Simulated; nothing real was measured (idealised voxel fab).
Module name: voxel spacer lines (process module)
Pictured: cross-section cut, 150 nm wide, on a grid of 5 nm square cells.
Notation: cross-section as square-cell grid; stated in bands, top first, going down; one or more cell rows per band.
The entry gives the band's vertical extent as a top height and a bottom height in nm, then its horizontal make-up as materials from left to right, each with a width in nm. "blank" stands for empty space; a single material marked "full width" fills the band edge to edge.
The level at which height equals 0 is the one under which the wafer, as it arrives, is entirely one material. No lower edge exists for the bottom band, which continues downward and is notated as in "z 0 and below".
Graded width ("30->40"): value in top row of band = first number; value in bottom row = second number; row-to-row change constant.
Take "remains unaltered" at face value: in the step it is given for, the cross-section changed in none of its cells.
"Closed empty spaces" enumerates empty spaces isolated from the top, with no open way to it, that contain at least 8 cells, giving each as width x height at distance from the left edge, all three in nm.
On a step's line, text after the settings is the simulator commenting on that step.
The line of a step may include "overlay nm". On a step with a mask, this value is how far to the right of its planned place the mask lay. A negative value means the mask lay to the left.

**The process steps that were planned are listed below**
1,RECEIVE [material Si]
2,CONFORMAL_DEP [material Al2O3] [thk nm 10]
3,DIRECTIONAL_DEP [material TiN] [thk nm 15]
4,DIRECTIONAL_DEP [material polySi] [thk nm 30]
5,PATTERN [tone cover] [mask id MANDREL] [material resist] [width nm 20] [pitch nm 60] [thk nm 40] [overlay nm 0]
6,DIRECTIONAL_ETCH [etch materials polySi] [depth nm 30]
7,STRIP [etch materials resist]
8,CONFORMAL_DEP [material SiN] [thk nm 10]
9,DIRECTIONAL_ETCH [etch materials SiN] [depth nm 10]
10,STRIP [etch materials polySi]
11,DIRECTIONAL_ETCH [etch materials TiN] [depth nm 15]
12,STRIP [etch materials SiN]
13,FILL_DEP [material lowk] [thk nm 10]
14,CMP [height nm 25]

**Cross-section of the wafer upon arrival, representing the state reached after step 1**
	z 0 and below  Si full width
	Closed empty spaces: none

**First of two wafers: cross-section at end of module, run per plan**
	z 25 to 10  lowk (25) / TiN (10) / lowk (20) / TiN (10) / lowk (20) / TiN (10) / lowk (20) / TiN (10) / lowk (25)
	z 10 to 0  Al2O3 full width
	z 0 and below  Si full width
	Closed empty spaces: none

**Second wafer of the two, sectioned at the end of the module. It began like the first and followed the same plan, but one mistake was made while running it**
	z 25 to 15  lowk full width
	z 15 to 0  lowk (25) / TiN (10) / lowk (20) / TiN (10) / lowk (20) / TiN (10) / lowk (20) / TiN (10) / lowk (25)
	z 0 and below  Si full width
	Closed empty spaces: none
Want to know what went wrong? plan step 2: skipped, not run
Final cells, second wafer relative to first, materials higher or lower: Al2O3: 60 fewer, lowk: 60 more
